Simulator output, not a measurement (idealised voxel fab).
process module | voxel air gaps
cross-section cut | 235 nm wide | cells 5 nm
A cross-section is a grid of square cells, given in bands from the top down. A band is one or more rows of cells.
Each band's line starts with the height of the band's top and of its bottom, in nm. Then come its materials from left to right, each with its width in nm. One material with "throughout" fills the band from edge to edge. "air" is empty space.
Height 0 is the level under which the wafer as received is all one material. The lowest band goes on downwards, as in "0 down".
A width such as "30 to 40" changes by the same amount from each row of cells to the next, from the band's top row to its bottom row.
"no change" after a step means that no cell of the cross-section changed.
closed voids: empty space of 8 cells or more with no open way to the top, each as width x height at its distance from the left edge, in nm
after a step's settings: what the simulator itself notes on the step
overlay nm, on a step with a mask: how far to the right of its planned place the mask lay; to the left if negative
plan
1 op RECEIVE | material Si
2 op CONFORMAL_DEP | material SiO2 | thk nm 15
3 op CONFORMAL_DEP | material SiCN | thk nm 5
4 op DIRECTIONAL_DEP | material SiO2 | thk nm 35
5 op MASKED_ETCH | tone open | mask id LINES | width nm 25 | pitch nm 50 | etch materials SiO2 | depth nm 35 | overlay nm 0
6 op CONFORMAL_DEP | material TiN | thk nm 5
7 op FILL_DEP | material W | thk nm 10
8 op CMP | height nm 55
9 op EPI | material Ru | thk nm 10
10 op SELECTIVE_ETCH | etch materials SiO2 | depth nm 45
11 op CONFORMAL_DEP | material SiCN | thk nm 5
first wafer, as planned
as received, after step 1
  0 down: Si throughout
  closed voids: none
after step 2
  15 to 0: SiO2 throughout
  below 0: unchanged
after step 3
  20 to 15: SiCN throughout
  below 15: unchanged
after step 4
  55 to 20: SiO2 throughout
  below 20: unchanged
after step 5
  55 to 20: SiO2 55 | air 25 | SiO2 25 | air 25 | SiO2 25 | air 25 | SiO2 55
  below 20: unchanged
after step 6
  60 to 55: TiN 60 | air 15 | TiN 35 | air 15 | TiN 35 | air 15 | TiN 60
  55 to 25: SiO2 55 | TiN 5 | air 15 | TiN 5 | SiO2 25 | TiN 5 | air 15 | TiN 5 | SiO2 25 | TiN 5 | air 15 | TiN 5 | SiO2 55
  25 to 20: SiO2 55 | TiN 25 | SiO2 25 | TiN 25 | SiO2 25 | TiN 25 | SiO2 55
  below 20: unchanged
after step 7
  70 to 60: W throughout
  60 to 55: TiN 60 | W 15 | TiN 35 | W 15 | TiN 35 | W 15 | TiN 60
  55 to 25: SiO2 55 | TiN 5 | W 15 | TiN 5 | SiO2 25 | TiN 5 | W 15 | TiN 5 | SiO2 25 | TiN 5 | W 15 | TiN 5 | SiO2 55
  below 25: unchanged
after step 8
  55 to 25: SiO2 55 | TiN 5 | W 15 | TiN 5 | SiO2 25 | TiN 5 | W 15 | TiN 5 | SiO2 25 | TiN 5 | W 15 | TiN 5 | SiO2 55
  below 25: unchanged
after step 9
  65 to 55: air 45 | Ru 45 | air 5 | Ru 45 | air 5 | Ru 45 | air 45
  below 55: unchanged
after step 10
  65 to 55: air 45 | Ru 45 | air 5 | Ru 45 | air 5 | Ru 45 | air 45
  55 to 25: air 55 | TiN 5 | W 15 | TiN 5 | air 25 | TiN 5 | W 15 | TiN 5 | air 25 | TiN 5 | W 15 | TiN 5 | air 55
  25 to 20: air 55 | TiN 25 | air 25 | TiN 25 | air 25 | TiN 25 | air 55
  below 20: unchanged
after step 11
  70 to 65: air 40 | SiCN 155 | air 40
  65 to 55: air 40 | SiCN 5 | Ru 45 | SiCN 5 | Ru 45 | SiCN 5 | Ru 45 | SiCN 5 | air 40
  55 to 50: air 40 | SiCN 15 | TiN 5 | W 15 | TiN 5 | SiCN 25 | TiN 5 | W 15 | TiN 5 | SiCN 25 | TiN 5 | W 15 | TiN 5 | SiCN 15 | air 40
  50 to 25: air 50 | SiCN 5 | TiN 5 | W 15 | TiN 5 | SiCN 5 | air 15 | SiCN 5 | TiN 5 | W 15 | TiN 5 | SiCN 5 | air 15 | SiCN 5 | TiN 5 | W 15 | TiN 5 | SiCN 5 | air 50
  25 to 20: SiCN 55 | TiN 25 | SiCN 25 | TiN 25 | SiCN 25 | TiN 25 | SiCN 55
  below 20: unchanged
  closed voids: 15 x 25 at 85; 15 x 25 at 135
second wafer: like start, like plan, one mistake. Through step 8 it matches the first wafer
when step 9 should have ended
  55 to 25: air 55 | TiN 5 | W 15 | TiN 5 | air 25 | TiN 5 | W 15 | TiN 5 | air 25 | TiN 5 | W 15 | TiN 5 | air 55
  25 to 20: air 55 | TiN 25 | air 25 | TiN 25 | air 25 | TiN 25 | air 55
  below 20: unchanged
when step 10 should have ended
  65 to 55: air 45 | Ru 45 | air 5 | Ru 45 | air 5 | Ru 45 | air 45
  55 to 25: air 45 | Ru 10 | TiN 5 | W 15 | TiN 5 | Ru 10 | air 5 | Ru 10 | TiN 5 | W 15 | TiN 5 | Ru 10 | air 5 | Ru 10 | TiN 5 | W 15 | TiN 5 | Ru 10 | air 45
  25 to 20: air 45 | Ru 10 | TiN 25 | Ru 10 | air 5 | Ru 10 | TiN 25 | Ru 10 | air 5 | Ru 10 | TiN 25 | Ru 10 | air 45
  below 20: unchanged
when step 11 should have ended
  70 to 65: air 40 | SiCN 155 | air 40
  65 to 55: air 40 | SiCN 5 | Ru 45 | SiCN 5 | Ru 45 | SiCN 5 | Ru 45 | SiCN 5 | air 40
  55 to 25: air 40 | SiCN 5 | Ru 10 | TiN 5 | W 15 | TiN 5 | Ru 10 | SiCN 5 | Ru 10 | TiN 5 | W 15 | TiN 5 | Ru 10 | SiCN 5 | Ru 10 | TiN 5 | W 15 | TiN 5 | Ru 10 | SiCN 5 | air 40
  25 to 20: SiCN 45 | Ru 10 | TiN 25 | Ru 10 | SiCN 5 | Ru 10 | TiN 25 | Ru 10 | SiCN 5 | Ru 10 | TiN 25 | Ru 10 | SiCN 45
  below 20: unchanged
what went wrong: steps 9 and 10 were swapped
at the end the second wafer has, in cells: 84 more of Ru | 34 fewer of SiCN
closed voids at the end (first wafer, second wafer): 2, 0
